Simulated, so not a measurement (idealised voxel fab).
process module | voxel gate over fins
cross-section cut | 280 nm wide | cells 5 nm
A cross-section is a grid of square cells, given in bands from the top down. A band is one or more rows of cells.
Each band's line starts with the height of the band's top and of its bottom, in nm. Then come its materials from left to right, each with its width in nm. One material with "throughout" fills the band from edge to edge. "air" is empty space.
Height 0 is the level under which the wafer as received is all one material. The lowest band goes on downwards, as in "0 down".
A width such as "30 to 40" changes by the same amount from each row of cells to the next, from the band's top row to its bottom row.
"no change" after a step means that no cell of the cross-section changed.
closed voids: empty space of 8 cells or more with no open way to the top, each as width x height at its distance from the left edge, in nm
after a step's settings: what the simulator itself notes on the step
overlay nm, on a step with a mask: how far to the right of its planned place the mask lay; to the left if negative
plan
1 op RECEIVE | material Si
2 op CONFORMAL_DEP | material SiN | thk nm 10
3 op MASKED_ETCH | tone cover | mask id FINS | width nm 15 | pitch nm 45 | etch materials SiN | depth nm 10 | overlay nm 0
4 op MASKED_ETCH | tone cover | mask id FINS | width nm 15 | pitch nm 45 | etch materials Si | depth nm 30 | overlay nm 0
5 op OXIDIZE | depth nm 5
6 op FILL_DEP | material SiO2 | thk nm 5
7 op CMP | height nm 10
8 op SELECTIVE_ETCH | etch materials SiO2 | depth nm 20
9 op STRIP | etch materials SiN
10 op CONFORMAL_DEP | material HfO2 | thk nm 5
11 op CONFORMAL_DEP | material TiN | thk nm 5
12 op CONFORMAL_DEP | material TiAl | thk nm 5
13 op CONFORMAL_DEP | material TiN | thk nm 5
14 op FILL_DEP | material W | thk nm 15
15 op CMP | height nm 30
16 op CONFORMAL_DEP | material SiN | thk nm 10
first wafer, as planned
as received, after step 1
  0 down: Si throughout
  closed voids: none
after step 2
  10 to 0: SiN throughout
  below 0: unchanged
after step 3
  10 to 0: air 110 | SiN 15 | air 30 | SiN 15 | air 110
  below 0: unchanged
after step 4
  10 to 0: air 110 | SiN 15 | air 30 | SiN 15 | air 110
  0 to -30: air 110 | Si 15 | air 30 | Si 15 | air 110
  below -30: unchanged
after step 5
  10 to 0: air 110 | SiN 15 | air 30 | SiN 15 | air 110
  0 to -30: air 110 | SiO2 5 | Si 5 | SiO2 5 | air 30 | SiO2 5 | Si 5 | SiO2 5 | air 110
  -30 to -35: SiO2 115 | Si 5 | SiO2 40 | Si 5 | SiO2 115
  below -35: unchanged
after step 6
  15 to 10: SiO2 throughout
  10 to 0: SiO2 110 | SiN 15 | SiO2 30 | SiN 15 | SiO2 110
  0 to -35: SiO2 115 | Si 5 | SiO2 40 | Si 5 | SiO2 115
  below -35: unchanged
after step 7
  10 to 0: SiO2 110 | SiN 15 | SiO2 30 | SiN 15 | SiO2 110
  below 0: unchanged
after step 8
  10 to 0: air 110 | SiN 15 | air 30 | SiN 15 | air 110
  0 to -10: air 115 | Si 5 | air 40 | Si 5 | air 115
  below -10: unchanged
after step 9
  0 to -10: air 115 | Si 5 | air 40 | Si 5 | air 115
  below -10: unchanged
after step 10
  5 to 0: air 110 | HfO2 15 | air 30 | HfO2 15 | air 110
  0 to -5: air 110 | HfO2 5 | Si 5 | HfO2 5 | air 30 | HfO2 5 | Si 5 | HfO2 5 | air 110
  -5 to -10: HfO2 115 | Si 5 | HfO2 40 | Si 5 | HfO2 115
  below -10: unchanged
after step 11
  10 to 5: air 105 | TiN 25 | air 20 | TiN 25 | air 105
  5 to 0: air 105 | TiN 5 | HfO2 15 | TiN 5 | air 20 | TiN 5 | HfO2 15 | TiN 5 | air 105
  0 to -5: TiN 110 | HfO2 5 | Si 5 | HfO2 5 | TiN 30 | HfO2 5 | Si 5 | HfO2 5 | TiN 110
  below -5: unchanged
after step 12
  15 to 10: air 100 | TiAl 35 | air 10 | TiAl 35 | air 100
  10 to 5: air 100 | TiAl 5 | TiN 25 | TiAl 5 | air 10 | TiAl 5 | TiN 25 | TiAl 5 | air 100
  5 to 0: TiAl 105 | TiN 5 | HfO2 15 | TiN 5 | TiAl 20 | TiN 5 | HfO2 15 | TiN 5 | TiAl 105
  below 0: unchanged
after step 13
  20 to 15: air 95 | TiN 90 | air 95
  15 to 10: air 95 | TiN 5 | TiAl 35 | TiN 10 | TiAl 35 | TiN 5 | air 95
  10 to 5: TiN 100 | TiAl 5 | TiN 25 | TiAl 5 | TiN 10 | TiAl 5 | TiN 25 | TiAl 5 | TiN 100
  below 5: unchanged
after step 14
  35 to 20: W throughout
  20 to 15: W 95 | TiN 90 | W 95
  15 to 10: W 95 | TiN 5 | TiAl 35 | TiN 10 | TiAl 35 | TiN 5 | W 95
  below 10: unchanged
after step 15
  30 to 20: W throughout
  below 20: unchanged
after step 16
  40 to 30: SiN throughout
  below 30: unchanged
second wafer: like start, like plan, one mistake. Through step 11 it matches the first wafer
when step 12 should have ended
  15 to 5: air 100 | TiN 35 | air 10 | TiN 35 | air 100
  5 to 0: TiN 110 | HfO2 15 | TiN 30 | HfO2 15 | TiN 110
  below 0: unchanged
when step 13 should have ended
  20 to 10: air 95 | TiN 90 | air 95
  10 to 5: TiN throughout
  below 5: unchanged
when step 14 should have ended
  35 to 20: W throughout
  20 to 10: W 95 | TiN 90 | W 95
  below 10: unchanged
when step 15 should have ended
  30 to 20: W throughout
  below 20: unchanged
when step 16 should have ended
  40 to 30: SiN throughout
  below 30: unchanged
what went wrong: step 12 ran as: op CONFORMAL_DEP | material TiN | thk nm 5
at the end the second wafer has, in cells: 64 fewer of TiAl | 64 more of TiN
